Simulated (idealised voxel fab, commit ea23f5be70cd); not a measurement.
Proc. module: voxel gate over fins
Square cells of 5 nm make up the cross-section cut, whose width is 215 nm.
Square cells in a grid make up a cross-section in this document, and the grid is given as bands, listed from the top down, each one or more rows of cells.
Heights first: top, then bottom, in nm. Then materials, left to right, each with a width in nm. "everywhere" on a single material: fills the band edge to edge. "blank": empty space.
Height is counted from the level 0, under which the received wafer is composed throughout of one material. The lowest of the bands is not closed at the bottom but continues downward, in the notation "0 nm and below".
A width such as "30->40" changes by the same amount from each row of cells to the next, from the band's top row to its bottom row.
Step marked "no alterations made"? Then no cell in the cross-section changed in it.
Empty spaces counting at least 8 cells and having no open way to the top are listed in "Completely sealed voids". The notation width x height at distance is used for each, the distance being from the left edge and all three values in nm.
Past the settings on a step's line: simulator remark, on that step.
The "overlay nm" setting may appear on a step's line; for a step that uses a mask, it gives how far to the right of its planned position the mask lay, and a negative value indicates the left.

## Listed below are the process steps as planned
1) RECEIVE (material Si)
2) CONFORMAL_DEP (material SiN; thk nm 10)
3) DIRECTIONAL_DEP (material aC; thk nm 15)
4) PATTERN (tone cover; mask id FINS; material resist; width nm 15; pitch nm 40; thk nm 30; overlay nm 0)
5) DIRECTIONAL_ETCH (etch materials aC; depth nm 15)
6) STRIP (etch materials resist)
7) DIRECTIONAL_ETCH (etch materials SiN; depth nm 10)
8) DIRECTIONAL_ETCH (etch materials Si; depth nm 40)
9) STRIP (etch materials aC)
10) FILL_DEP (material SiO2; thk nm 5)
11) CMP (height nm 10)
12) SELECTIVE_ETCH (etch materials SiO2; depth nm 25)
13) STRIP (etch materials SiN)
14) CONFORMAL_DEP (material HfO2; thk nm 5)
15) CONFORMAL_DEP (material TiN; thk nm 5)
16) CONFORMAL_DEP (material TiAl; thk nm 5)
17) CONFORMAL_DEP (material TiN; thk nm 5)
18) FILL_DEP (material W; thk nm 15)
19) CMP (height nm 30)
20) CONFORMAL_DEP (material SiCN; thk nm 10)
Among the wafers covered here, the point of difference is the width nm at step 4; their starting state is shared, and the plan presents the value of the first wafer.

## First of several wafers (as received, post step 1), cross-sectional view
> 0 nm and below = Si everywhere
> Completely sealed voids: none

## The table below has one row for each wafer; a row shows, as of the end of the module, how many cells of each material the wafer has gained, marked (+), or lost, marked (-), since it was received, and then the wafer's closed voids
width nm 15, +61 HfO2, -272 Si, +86 SiCN, +170 SiO2, +55 TiAl, +110 TiN, +134 W, Completely sealed voids: none
width nm 20, +61 HfO2, -248 Si, +86 SiCN, +155 SiO2, +49 TiAl, +110 TiN, +131 W, Completely sealed voids: none
width nm 25, +61 HfO2, -224 Si, +86 SiCN, +140 SiO2, +49 TiAl, +104 TiN, +128 W, Completely sealed voids: none
